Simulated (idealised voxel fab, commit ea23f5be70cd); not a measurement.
This section sets out a process module, namely voxel released beams.
The width of the displayed cross-section, cut, is 300 nm; its cells are square, with a size of 5 nm.
Cross-section layout: square cells on a grid; listed as bands, top to bottom; a band spans one or more cell rows. It is stipulated that each band's entry specify, in nanometres, the height of the top of the band and then that of its bottom, followed by the materials of the band in left-to-right sequence, each together with its width in nanometres. A single material marked by the word "edge to edge" is understood to fill the band from edge to edge; the word "empty" is understood to denote empty space. A quick word on heights: they are counted from 0, and under that level the wafer as it came to us is one material throughout. The lowest band is different from the rest in having no bottom; it simply continues downward, written as in "0 and below". Top row gets the first number, bottom row gets the second, and each row in between changes by the same step: that is how a band width like "30..40" works. "no change occurred" means the step left every cell of the cross-section as it was. Each empty space that has no open way to the top and spans at least 8 cells appears under "closed voids" as width x height at distance, the distance counted from the left edge, all in nm. On a step's line, text after the settings is the simulator commenting on that step. "overlay nm" denotes, for a step that has a mask, the displacement of the mask to the right of its planned place, with negative values corresponding to the left.

Planned process steps
1 RECEIVE (material Si)
2 CONFORMAL_DEP (material SiN; thk nm 10)
3 DIRECTIONAL_DEP (material SiO2; thk nm 20)
4 MASKED_ETCH (tone open; mask id ANCHOR; width nm 40; etch materials SiO2; depth nm 20; overlay nm 0)
5 CONFORMAL_DEP (material W; thk nm 15)
6 DIRECTIONAL_DEP (material aC; thk nm 15)
7 PATTERN (tone cover; mask id BEAM; material resist; width nm 100; thk nm 30; overlay nm 0)
8 DIRECTIONAL_ETCH (etch materials aC; depth nm 15)
9 STRIP (etch materials resist)
10 DIRECTIONAL_ETCH (etch materials W; depth nm 15)
11 STRIP (etch materials aC)
12 STRIP (etch materials SiO2)

First wafer out of two, processed as planned

Wafer cross-section on receipt, i.e. after step 1
    0 and below | Si edge to edge
    closed voids: none

Once step 2 is through, the wafer looks like this in cross-section
    10 down to 0 | SiN edge to edge
    For the remainder of the cross-section, below 0, there is no change.

Once step 3 is through, the wafer looks like this in cross-section
    30 down to 10 | SiO2 edge to edge
    For the remainder of the cross-section, below 10, there is no change.

Once step 4 is through, the wafer looks like this in cross-section
    30 down to 10 | 100 nm SiO2 / 40 nm empty / 160 nm SiO2
    For the remainder of the cross-section, below 10, there is no change.

Once step 5 is through, the wafer looks like this in cross-section
    45 down to 30 | 115 nm W / 10 nm empty / 175 nm W
    30 down to 25 | 100 nm SiO2 / 15 nm W / 10 nm empty / 15 nm W / 160 nm SiO2
    25 down to 10 | 100 nm SiO2 / 40 nm W / 160 nm SiO2
    For the remainder of the cross-section, below 10, there is no change.

Once step 6 is through, the wafer looks like this in cross-section
    60 down to 45 | 115 nm aC / 10 nm empty / 175 nm aC
    45 down to 40 | 115 nm W / 10 nm empty / 175 nm W
    40 down to 30 | 115 nm W / 10 nm aC / 175 nm W
    30 down to 25 | 100 nm SiO2 / 15 nm W / 10 nm aC / 15 nm W / 160 nm SiO2
    For the remainder of the cross-section, below 25, there is no change.

Once step 7 is through, the wafer looks like this in cross-section
    90 down to 60 | 95 nm empty / 100 nm resist / 105 nm empty
    60 down to 45 | 115 nm aC / 10 nm resist / 175 nm aC
    45 down to 40 | 115 nm W / 10 nm resist / 175 nm W
    For the remainder of the cross-section, below 40, there is no change.

Once step 8 is through, the wafer looks like this in cross-section
    75 down to 60 | 95 nm empty / 100 nm resist / 105 nm empty
    60 down to 45 | 95 nm empty / 20 nm aC / 10 nm resist / 70 nm aC / 105 nm empty
    For the remainder of the cross-section, below 45, there is no change.

Once step 9 is through, the wafer looks like this in cross-section
    60 down to 45 | 95 nm empty / 20 nm aC / 10 nm empty / 70 nm aC / 105 nm empty
    45 down to 40 | 115 nm W / 10 nm empty / 175 nm W
    For the remainder of the cross-section, below 40, there is no change.

Once step 10 is through, the wafer looks like this in cross-section
    60 down to 45 | 95 nm empty / 20 nm aC / 10 nm empty / 70 nm aC / 105 nm empty
    45 down to 40 | 95 nm empty / 20 nm W / 10 nm empty / 70 nm W / 105 nm empty
    40 down to 30 | 95 nm empty / 20 nm W / 10 nm aC / 70 nm W / 105 nm empty
    For the remainder of the cross-section, below 30, there is no change.

Once step 11 is through, the wafer looks like this in cross-section
    45 down to 30 | 95 nm empty / 20 nm W / 10 nm empty / 70 nm W / 105 nm empty
    30 down to 25 | 100 nm SiO2 / 15 nm W / 10 nm empty / 15 nm W / 160 nm SiO2
    For the remainder of the cross-section, below 25, there is no change.

Once step 12 is through, the wafer looks like this in cross-section
    45 down to 30 | 95 nm empty / 20 nm W / 10 nm empty / 70 nm W / 105 nm empty
    30 down to 25 | 100 nm empty / 15 nm W / 10 nm empty / 15 nm W / 160 nm empty
    25 down to 10 | 100 nm empty / 40 nm W / 160 nm empty
    For the remainder of the cross-section, below 10, there is no change.

Second wafer: like start, like plan, one mistake. Through step 1 it matches the first wafer

What the second wafer looks like in cross-section when step 2 should have wrapped up
    20 down to 0 | SiO2 edge to edge
    For the remainder of the cross-section, below 0, there is no change.

What the second wafer looks like in cross-section when step 3 should have wrapped up
    30 down to 20 | SiN edge to edge
    For the remainder of the cross-section, below 20, there is no change.

What the second wafer looks like in cross-section when step 4 should have wrapped up: no change occurred

What the second wafer looks like in cross-section when step 5 should have wrapped up
    45 down to 30 | W edge to edge
    For the remainder of the cross-section, below 30, there is no change.

What the second wafer looks like in cross-section when step 6 should have wrapped up
    60 down to 45 | aC edge to edge
    For the remainder of the cross-section, below 45, there is no change.

What the second wafer looks like in cross-section when step 7 should have wrapped up
    90 down to 60 | 95 nm empty / 100 nm resist / 105 nm empty
    For the remainder of the cross-section, below 60, there is no change.

What the second wafer looks like in cross-section when step 8 should have wrapped up
    75 down to 60 | 95 nm empty / 100 nm resist / 105 nm empty
    60 down to 45 | 95 nm empty / 100 nm aC / 105 nm empty
    For the remainder of the cross-section, below 45, there is no change.

What the second wafer looks like in cross-section when step 9 should have wrapped up
    60 down to 45 | 95 nm empty / 100 nm aC / 105 nm empty
    For the remainder of the cross-section, below 45, there is no change.

What the second wafer looks like in cross-section when step 10 should have wrapped up
    60 down to 45 | 95 nm empty / 100 nm aC / 105 nm empty
    45 down to 30 | 95 nm empty / 100 nm W / 105 nm empty
    For the remainder of the cross-section, below 30, there is no change.

What the second wafer looks like in cross-section when step 11 should have wrapped up
    45 down to 30 | 95 nm empty / 100 nm W / 105 nm empty
    For the remainder of the cross-section, below 30, there is no change.

What the second wafer looks like in cross-section when step 12 should have wrapped up: no change occurred
Run error: ran 2 and 3 in swapped order versus the plan
The final cell counts differ between the wafers, with the second having more or fewer of some materials than the first: SiO2 +240 | W -24
